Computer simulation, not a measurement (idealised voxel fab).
This section sets out a process module, namely voxel local oxidation.
Square cells of 5 nm make up the cross-section cut, whose width is 285 nm.
Notation: cross-section as square-cell grid; stated in bands, top first, going down; one or more cell rows per band. Look at the band entry: it leads with the top's height and the bottom's height in nm. Then it lists the materials left to right, with a width in nm for each. The word "throughout" on a single material says that material fills the band edge to edge. The word "air" is empty space. For the purposes of this specification, 0 denotes the height below which the wafer in its as-received condition is composed wholly of one material, and the lowermost band, lacking a lower limit, extends downward without end, as expressed in "0 nm and below". Think of "30->40" as a width that walks from the first number to the second as you go down the band, top row to bottom row, taking equal-sized steps from row to row. Where a step carries "no change occurred", the cross-section came out of it unchanged, cell for cell. "Sealed internal cavities" specifies each empty space that is not open to the top and that occupies no fewer than 8 cells, using the form width x height at distance, the distance measured from the left edge and all three quantities in nm. Anything after a step's settings on that line? It's the simulator's own note about the step. Steps that use a mask can have "overlay nm" on their line. It says how far the mask sat to the right of where it was meant to be. Negative means to the left.
-- The process steps that were planned are listed below
1. RECEIVE [material Si]
2. OXIDIZE [depth nm 5]
3. CONFORMAL_DEP [material SiN] [thk nm 15]
4. DIRECTIONAL_DEP [material aC] [thk nm 10]
5. PATTERN [tone cover] [mask id ACTIVE] [material resist] [width nm 105] [pitch nm 125] [thk nm 25] [overlay nm 0]
6. DIRECTIONAL_ETCH [etch materials aC] [depth nm 10]
7. STRIP [etch materials resist]
8. DIRECTIONAL_ETCH [etch materials SiN] [depth nm 15]
9. STRIP [etch materials aC]
10. SELECTIVE_ETCH [etch materials SiO2] [depth nm 5]
11. OXIDIZE [depth nm 15]
12. STRIP [etch materials SiN]
-- Wafer as received: cross-section following step 1
0 nm and below  Si throughout
Sealed internal cavities: none
-- The following cross-section depicts the wafer upon conclusion of the module. Processing commenced from the starting condition illustrated above and adhered to the plan illustrated above, save for one mistake in execution
10 nm to -5 nm  SiO2 throughout
-5 nm and below  Si throughout
Sealed internal cavities: none
Deviation from plan: off-plan run, step 3, actual operation and settings CONFORMAL_DEP [material SiO2] [thk nm 15]
